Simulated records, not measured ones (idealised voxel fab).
process module | voxel capacitor over wiring
cross-section cut | 245 nm wide | cells 5 nm
A cross-section is a grid of square cells, given in bands from the top down. A band is one or more rows of cells.
Each band's line starts with the height of the band's top and of its bottom, in nm. Then come its materials from left to right, each with its width in nm. One material with "throughout" fills the band from edge to edge. "air" is empty space.
Height 0 is the level under which the wafer as received is all one material. The lowest band goes on downwards, as in "0 down".
A width such as "30 to 40" changes by the same amount from each row of cells to the next, from the band's top row to its bottom row.
"no change" after a step means that no cell of the cross-section changed.
closed voids: empty space of 8 cells or more with no open way to the top, each as width x height at its distance from the left edge, in nm
after a step's settings: what the simulator itself notes on the step
overlay nm, on a step with a mask: how far to the right of its planned place the mask lay; to the left if negative
plan
1 op RECEIVE | material Si
2 op CONFORMAL_DEP | material SiO2 | thk nm 15
3 op DIRECTIONAL_DEP | material TiN | thk nm 5
4 op DIRECTIONAL_DEP | material Ru | thk nm 25
5 op PATTERN | tone cover | mask id METAL_1 | material resist | width nm 20 | pitch nm 75 | thk nm 20 | overlay nm 0
6 op DIRECTIONAL_ETCH | etch materials Ru | depth nm 25
7 op DIRECTIONAL_ETCH | etch materials TiN | depth nm 5
8 op STRIP | etch materials resist
9 op CONFORMAL_DEP | material SiCN | thk nm 5
10 op FILL_DEP | material SiO2 | thk nm 5
11 op CMP | height nm 45
12 op CONFORMAL_DEP | material SiCN | thk nm 5
13 op DIRECTIONAL_DEP | material lowk | thk nm 20
14 op MASKED_ETCH | tone open | mask id PLUG_1 | width nm 15 | etch materials lowk | depth nm 20 | overlay nm 0
15 op MASKED_ETCH | tone open | mask id PLUG_1 | width nm 15 | etch materials SiCN | depth nm 5 | overlay nm 0
16 op CONFORMAL_DEP | material TiN | thk nm 5
17 op FILL_DEP | material W | thk nm 10
18 op CMP | height nm 70
19 op DIRECTIONAL_DEP | material TiN | thk nm 5
20 op DIRECTIONAL_DEP | material SiN | thk nm 5
21 op DIRECTIONAL_DEP | material TiN | thk nm 10
22 op DIRECTIONAL_DEP | material aC | thk nm 10
23 op PATTERN | tone cover | mask id UPPER_PLATE | material resist | width nm 60 | thk nm 25 | overlay nm 0
24 op DIRECTIONAL_ETCH | etch materials aC | depth nm 10
25 op STRIP | etch materials resist
26 op DIRECTIONAL_ETCH | etch materials TiN | depth nm 10
27 op DIRECTIONAL_ETCH | etch materials SiN | depth nm 5
28 op STRIP | etch materials aC
29 op PATTERN | tone cover | mask id LOWER_PLATE | material resist | width nm 70 | thk nm 15 | overlay nm 0
30 op DIRECTIONAL_ETCH | etch materials TiN | depth nm 5
31 op STRIP | etch materials resist
32 op FILL_DEP | material SiO2 | thk nm 20
33 op CMP | height nm 105
34 op PATTERN | tone open | mask id PLUG_2 | material resist | width nm 15 | thk nm 20 | overlay nm 0
35 op DIRECTIONAL_ETCH | etch materials SiO2 | depth nm 15
36 op STRIP | etch materials resist
37 op CONFORMAL_DEP | material TiN | thk nm 5
38 op FILL_DEP | material Ru | thk nm 10
39 op CMP | height nm 105
40 op CONFORMAL_DEP | material SiN | thk nm 5
as received, after step 1
  0 down: Si throughout
  closed voids: none
a wafer at the end: this start, this plan, one mistake
  110 to 105: SiN throughout
  105 to 95: SiO2 90 | TiN 5 | Ru 5 | TiN 5 | SiO2 140
  95 to 90: SiO2 90 | TiN 15 | SiO2 140
  90 to 80: SiO2 80 | TiN 60 | SiO2 105
  80 to 75: SiO2 80 | SiN 60 | SiO2 105
  75 to 70: SiO2 75 | TiN 70 | SiO2 100
  70 to 50: lowk 80 | TiN 5 | W 5 | TiN 5 | lowk 150
  50 to 45: SiCN 80 | TiN 15 | SiCN 150
  45 to 20: SiO2 70 | SiCN 5 | Ru 20 | SiCN 5 | SiO2 45 | SiCN 5 | Ru 20 | SiCN 5 | SiO2 70
  20 to 15: SiCN 75 | TiN 20 | SiCN 55 | TiN 20 | SiCN 75
  15 to 0: SiN throughout
  0 down: Si throughout
  closed voids: none
what went wrong: step 2 ran as: op CONFORMAL_DEP | material SiN | thk nm 15
